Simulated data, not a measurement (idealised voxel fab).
Process module, titled voxel gate over fins
Shown is cross-section cut, with a width of 230 nm and square cells of size 5 nm.
Bands, listed from the top down, are how a cross-section gets written in this document; the cross-section itself is a grid of square cells, and a band is one or more rows of them. The entry gives the band's vertical extent as a top height and a bottom height in nm, then its horizontal make-up as materials from left to right, each with a width in nm. "blank" stands for empty space; a single material marked "full width" fills the band edge to edge. It should be noted that heights are counted from 0, beneath which the wafer as supplied is of one material throughout, and that the lowest band possesses no lower boundary but continues downward, as written in "from 0 down". Top row gets the first number, bottom row gets the second, and each row in between changes by the same step: that is how a band width like "30->40" works. No cell of the cross-section changed in a step that is given as "nothing different". Heads up: "Voids, enclosed" only lists the empty pockets with no open path to the top that are 8 cells or more, and it writes them as width x height at distance, distance from the left edge, in nm. If you see something after the settings on a step's line, that's the simulator's own remark about that step. "overlay nm" denotes, for a step that has a mask, the displacement of the mask to the right of its planned place, with negative values corresponding to the left.

plan
| 1 | RECEIVE with material Si |
| 2 | CONFORMAL_DEP with material SiN, thk nm 10 |
| 3 | PATTERN with tone cover, mask id FINS, material resist, width nm 15, pitch nm 40, thk nm 15, overlay nm 0 |
| 4 | DIRECTIONAL_ETCH with etch materials SiN, depth nm 10 |
| 5 | DIRECTIONAL_ETCH with etch materials Si, depth nm 40 |
| 6 | STRIP with etch materials resist |
| 7 | OXIDIZE with depth nm 5 |
| 8 | FILL_DEP with material SiO2, thk nm 15 |
| 9 | CMP with height nm 10 |
| 10 | SELECTIVE_ETCH with etch materials SiO2, depth nm 20 |
| 11 | STRIP with etch materials SiN |
| 12 | CONFORMAL_DEP with material HfO2, thk nm 5 |
| 13 | CONFORMAL_DEP with material TiN, thk nm 5 |
| 14 | CONFORMAL_DEP with material TiAl, thk nm 5 |
| 15 | CONFORMAL_DEP with material TiN, thk nm 5 |
| 16 | FILL_DEP with material W, thk nm 10 |
| 17 | CMP with height nm 25 |
| 18 | CONFORMAL_DEP with material SiCN, thk nm 5 |

The first of a set of two wafers, run to plan

Cross-section of the wafer as it came to us, i.e., already through step 1
  from 0 down = Si full width
  Voids, enclosed: none

Sectional view: wafer, after step 2
  from 10 to 0 = SiN full width
  Whatever lies below 0 is exactly as it was before.

Sectional view: wafer, after step 3
  from 25 to 10 = blank: 65  resist: 15  blank: 25  resist: 15  blank: 25  resist: 15  blank: 70
  Whatever lies below 10 is exactly as it was before.

Sectional view: wafer, after step 4
  from 25 to 10 = blank: 65  resist: 15  blank: 25  resist: 15  blank: 25  resist: 15  blank: 70
  from 10 to 0 = blank: 65  SiN: 15  blank: 25  SiN: 15  blank: 25  SiN: 15  blank: 70
  Whatever lies below 0 is exactly as it was before.

Sectional view: wafer, after step 5
  from 25 to 10 = blank: 65  resist: 15  blank: 25  resist: 15  blank: 25  resist: 15  blank: 70
  from 10 to 0 = blank: 65  SiN: 15  blank: 25  SiN: 15  blank: 25  SiN: 15  blank: 70
  from 0 to -40 = blank: 65  Si: 15  blank: 25  Si: 15  blank: 25  Si: 15  blank: 70
  Whatever lies below -40 is exactly as it was before.

Sectional view: wafer, after step 6
  from 10 to 0 = blank: 65  SiN: 15  blank: 25  SiN: 15  blank: 25  SiN: 15  blank: 70
  Whatever lies below 0 is exactly as it was before.

Sectional view: wafer, after step 7
  from 10 to 0 = blank: 65  SiN: 15  blank: 25  SiN: 15  blank: 25  SiN: 15  blank: 70
  from 0 to -40 = blank: 65  SiO2: 5  Si: 5  SiO2: 5  blank: 25  SiO2: 5  Si: 5  SiO2: 5  blank: 25  SiO2: 5  Si: 5  SiO2: 5  blank: 70
  from -40 to -45 = SiO2: 70  Si: 5  SiO2: 35  Si: 5  SiO2: 35  Si: 5  SiO2: 75
  Whatever lies below -45 is exactly as it was before.

Sectional view: wafer, after step 8
  from 25 to 10 = SiO2 full width
  from 10 to 0 = SiO2: 65  SiN: 15  SiO2: 25  SiN: 15  SiO2: 25  SiN: 15  SiO2: 70
  from 0 to -45 = SiO2: 70  Si: 5  SiO2: 35  Si: 5  SiO2: 35  Si: 5  SiO2: 75
  Whatever lies below -45 is exactly as it was before.

Sectional view: wafer, after step 9
  from 10 to 0 = SiO2: 65  SiN: 15  SiO2: 25  SiN: 15  SiO2: 25  SiN: 15  SiO2: 70
  Whatever lies below 0 is exactly as it was before.

Sectional view: wafer, after step 10
  from 10 to 0 = blank: 65  SiN: 15  blank: 25  SiN: 15  blank: 25  SiN: 15  blank: 70
  from 0 to -10 = blank: 70  Si: 5  blank: 35  Si: 5  blank: 35  Si: 5  blank: 75
  Whatever lies below -10 is exactly as it was before.

Sectional view: wafer, after step 11
  from 0 to -10 = blank: 70  Si: 5  blank: 35  Si: 5  blank: 35  Si: 5  blank: 75
  Whatever lies below -10 is exactly as it was before.

Sectional view: wafer, after step 12
  from 5 to 0 = blank: 65  HfO2: 15  blank: 25  HfO2: 15  blank: 25  HfO2: 15  blank: 70
  from 0 to -5 = blank: 65  HfO2: 5  Si: 5  HfO2: 5  blank: 25  HfO2: 5  Si: 5  HfO2: 5  blank: 25  HfO2: 5  Si: 5  HfO2: 5  blank: 70
  from -5 to -10 = HfO2: 70  Si: 5  HfO2: 35  Si: 5  HfO2: 35  Si: 5  HfO2: 75
  Whatever lies below -10 is exactly as it was before.

Sectional view: wafer, after step 13
  from 10 to 5 = blank: 60  TiN: 25  blank: 15  TiN: 25  blank: 15  TiN: 25  blank: 65
  from 5 to 0 = blank: 60  TiN: 5  HfO2: 15  TiN: 5  blank: 15  TiN: 5  HfO2: 15  TiN: 5  blank: 15  TiN: 5  HfO2: 15  TiN: 5  blank: 65
  from 0 to -5 = TiN: 65  HfO2: 5  Si: 5  HfO2: 5  TiN: 25  HfO2: 5  Si: 5  HfO2: 5  TiN: 25  HfO2: 5  Si: 5  HfO2: 5  TiN: 70
  Whatever lies below -5 is exactly as it was before.

Sectional view: wafer, after step 14
  from 15 to 10 = blank: 55  TiAl: 35  blank: 5  TiAl: 35  blank: 5  TiAl: 35  blank: 60
  from 10 to 5 = blank: 55  TiAl: 5  TiN: 25  TiAl: 5  blank: 5  TiAl: 5  TiN: 25  TiAl: 5  blank: 5  TiAl: 5  TiN: 25  TiAl: 5  blank: 60
  from 5 to 0 = TiAl: 60  TiN: 5  HfO2: 15  TiN: 5  TiAl: 15  TiN: 5  HfO2: 15  TiN: 5  TiAl: 15  TiN: 5  HfO2: 15  TiN: 5  TiAl: 65
  Whatever lies below 0 is exactly as it was before.

Sectional view: wafer, after step 15
  from 20 to 15 = blank: 50  TiN: 125  blank: 55
  from 15 to 10 = blank: 50  TiN: 5  TiAl: 35  TiN: 5  TiAl: 35  TiN: 5  TiAl: 35  TiN: 5  blank: 55
  from 10 to 5 = TiN: 55  TiAl: 5  TiN: 25  TiAl: 5  TiN: 5  TiAl: 5  TiN: 25  TiAl: 5  TiN: 5  TiAl: 5  TiN: 25  TiAl: 5  TiN: 60
  Whatever lies below 5 is exactly as it was before.

Sectional view: wafer, after step 16
  from 30 to 20 = W full width
  from 20 to 15 = W: 50  TiN: 125  W: 55
  from 15 to 10 = W: 50  TiN: 5  TiAl: 35  TiN: 5  TiAl: 35  TiN: 5  TiAl: 35  TiN: 5  W: 55
  Whatever lies below 10 is exactly as it was before.

Sectional view: wafer, after step 17
  from 25 to 20 = W full width
  Whatever lies below 20 is exactly as it was before.

Sectional view: wafer, after step 18
  from 30 to 25 = SiCN full width
  Whatever lies below 25 is exactly as it was before.

The remaining wafer, second of the two, started like the first and was run to the same plan, except that one mistake was made along the way; the two coincide through step 12, inclusive

The second wafer cut through, at the time step 13 was supposed to be finished: nothing different

The second wafer cut through, at the time step 14 was supposed to be finished
  from 10 to 5 = blank: 60  TiAl: 25  blank: 15  TiAl: 25  blank: 15  TiAl: 25  blank: 65
  from 5 to 0 = blank: 60  TiAl: 5  HfO2: 15  TiAl: 5  blank: 15  TiAl: 5  HfO2: 15  TiAl: 5  blank: 15  TiAl: 5  HfO2: 15  TiAl: 5  blank: 65
  from 0 to -5 = TiAl: 65  HfO2: 5  Si: 5  HfO2: 5  TiAl: 25  HfO2: 5  Si: 5  HfO2: 5  TiAl: 25  HfO2: 5  Si: 5  HfO2: 5  TiAl: 70
  Whatever lies below -5 is exactly as it was before.

The second wafer cut through, at the time step 15 was supposed to be finished
  from 15 to 10 = blank: 55  TiN: 35  blank: 5  TiN: 35  blank: 5  TiN: 35  blank: 60
  from 10 to 5 = blank: 55  TiN: 5  TiAl: 25  TiN: 5  blank: 5  TiN: 5  TiAl: 25  TiN: 5  blank: 5  TiN: 5  TiAl: 25  TiN: 5  blank: 60
  from 5 to 0 = TiN: 60  TiAl: 5  HfO2: 15  TiAl: 5  TiN: 15  TiAl: 5  HfO2: 15  TiAl: 5  TiN: 15  TiAl: 5  HfO2: 15  TiAl: 5  TiN: 65
  Whatever lies below 0 is exactly as it was before.

The second wafer cut through, at the time step 16 was supposed to be finished
  from 25 to 15 = W full width
  from 15 to 10 = W: 55  TiN: 35  W: 5  TiN: 35  W: 5  TiN: 35  W: 60
  from 10 to 5 = W: 55  TiN: 5  TiAl: 25  TiN: 5  W: 5  TiN: 5  TiAl: 25  TiN: 5  W: 5  TiN: 5  TiAl: 25  TiN: 5  W: 60
  Whatever lies below 5 is exactly as it was before.

The second wafer cut through, at the time step 17 was supposed to be finished: nothing different

The second wafer cut through, at the time step 18 was supposed to be finished
  from 30 to 25 = SiCN full width
  Whatever lies below 25 is exactly as it was before.
What was done differently from what was planned? skipped: plan step 13 (never run)
Counted in cells at the end, the second wafer holds more or fewer of these materials than the first: TiN: 54 fewer; W: 54 more
